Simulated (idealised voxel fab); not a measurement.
A process module follows: voxel released beams.
cross-section cut | 185 nm wide | cells 5 nm
A cross-section is a grid of square cells, given in bands from the top down. A band is one or more rows of cells.
Heads up on the band format: heights come first, top then bottom, in nm. After that it's the materials left to right, each with its width in nm. A single material flagged "edge to edge" fills the whole band edge to edge, and "blank" means there's empty space there.
Zero point of the height axis is 0; under it, received wafer = one material. Lowest band: continues down indefinitely, "from 0 down".
The expression "30 to 40" gives the width at the extremes of the band, the first number at its top row of cells and the second at its bottom row, with the width changing by equal amounts from each row to the next in between.
The designation "no alterations made", where it is given for a processing step, indicates that no cell of the cross-section was altered in the course of that step.
Closed empty spaces (no open way to the top) of 8 cells or more are what "Internal closed voids" lists, each as width x height at distance from the left edge, nm for all three.
Text after the settings on a step's line: the simulator's own remark on that step.
Regarding "overlay nm": on a step with a mask, it is the distance the mask lay to the right of its planned place; a negative value places it to the left.

# Process steps (planned)
1. RECEIVE (material Si)
2. CONFORMAL_DEP (material SiN; thk nm 5)
3. DIRECTIONAL_DEP (material SiO2; thk nm 15)
4. PATTERN (tone open; mask id ANCHOR; material resist; width nm 30; thk nm 20; overlay nm 0)
5. DIRECTIONAL_ETCH (etch materials SiO2; depth nm 15)
6. STRIP (etch materials resist)
7. CONFORMAL_DEP (material TiN; thk nm 10)
8. MASKED_ETCH (tone cover; mask id BEAM; width nm 95; etch materials TiN; depth nm 10; overlay nm 0)
9. STRIP (etch materials SiO2)

# The first of the two wafers, which ran as planned

# So this is the incoming wafer in cross-section - it's already been through step 1
> from 0 down = Si edge to edge
> Internal closed voids: none

# Cross-section of the wafer subsequent to step 2
> from 5 to 0 = SiN edge to edge
> below 0: unchanged

# Cross-section of the wafer subsequent to step 3
> from 20 to 5 = SiO2 edge to edge
> below 5: unchanged

# Cross-section of the wafer subsequent to step 4
> from 40 to 20 = 45 of resist / 30 of blank / 110 of resist
> below 20: unchanged

# Cross-section of the wafer subsequent to step 5
> from 40 to 20 = 45 of resist / 30 of blank / 110 of resist
> from 20 to 5 = 45 of SiO2 / 30 of blank / 110 of SiO2
> below 5: unchanged

# Cross-section of the wafer subsequent to step 6
> from 20 to 5 = 45 of SiO2 / 30 of blank / 110 of SiO2
> below 5: unchanged

# Cross-section of the wafer subsequent to step 7
> from 30 to 20 = 55 of TiN / 10 of blank / 120 of TiN
> from 20 to 15 = 45 of SiO2 / 10 of TiN / 10 of blank / 10 of TiN / 110 of SiO2
> from 15 to 5 = 45 of SiO2 / 30 of TiN / 110 of SiO2
> below 5: unchanged

# Cross-section of the wafer subsequent to step 8
> from 30 to 20 = 40 of blank / 15 of TiN / 10 of blank / 70 of TiN / 50 of blank
> below 20: unchanged

# Cross-section of the wafer subsequent to step 9
> from 30 to 20 = 40 of blank / 15 of TiN / 10 of blank / 70 of TiN / 50 of blank
> from 20 to 15 = 45 of blank / 10 of TiN / 10 of blank / 10 of TiN / 110 of blank
> from 15 to 5 = 45 of blank / 30 of TiN / 110 of blank
> below 5: unchanged

# Regarding the second of the two wafers: it shared the first wafer's starting condition and process plan, yet one error occurred during its execution. Its history coincides with that of the first wafer up to and including step 3

# Cross-sectional representation of the second wafer at the time designated in the plan for the completion of step 4
> from 40 to 20 = 50 of resist / 25 of blank / 110 of resist
> below 20: unchanged

# Cross-sectional representation of the second wafer at the time designated in the plan for the completion of step 5
> from 40 to 20 = 50 of resist / 25 of blank / 110 of resist
> from 20 to 5 = 50 of SiO2 / 25 of blank / 110 of SiO2
> below 5: unchanged

# Cross-sectional representation of the second wafer at the time designated in the plan for the completion of step 6
> from 20 to 5 = 50 of SiO2 / 25 of blank / 110 of SiO2
> below 5: unchanged

# Cross-sectional representation of the second wafer at the time designated in the plan for the completion of step 7
> from 30 to 20 = 60 of TiN / 5 of blank / 120 of TiN
> from 20 to 15 = 50 of SiO2 / 10 of TiN / 5 of blank / 10 of TiN / 110 of SiO2
> from 15 to 5 = 50 of SiO2 / 25 of TiN / 110 of SiO2
> below 5: unchanged

# Cross-sectional representation of the second wafer at the time designated in the plan for the completion of step 8
> from 30 to 20 = 40 of blank / 20 of TiN / 5 of blank / 70 of TiN / 50 of blank
> below 20: unchanged

# Cross-sectional representation of the second wafer at the time designated in the plan for the completion of step 9
> from 30 to 20 = 40 of blank / 20 of TiN / 5 of blank / 70 of TiN / 50 of blank
> from 20 to 15 = 50 of blank / 10 of TiN / 5 of blank / 10 of TiN / 110 of blank
> from 15 to 5 = 50 of blank / 25 of TiN / 110 of blank
> below 5: unchanged
What was done differently from what was planned? contrary to plan, step 4 was performed as PATTERN (tone open; mask id ANCHOR; material resist; width nm 25; thk nm 20; overlay nm 0)
Final state: per-material cell counts identical on both wafers; locations differ.
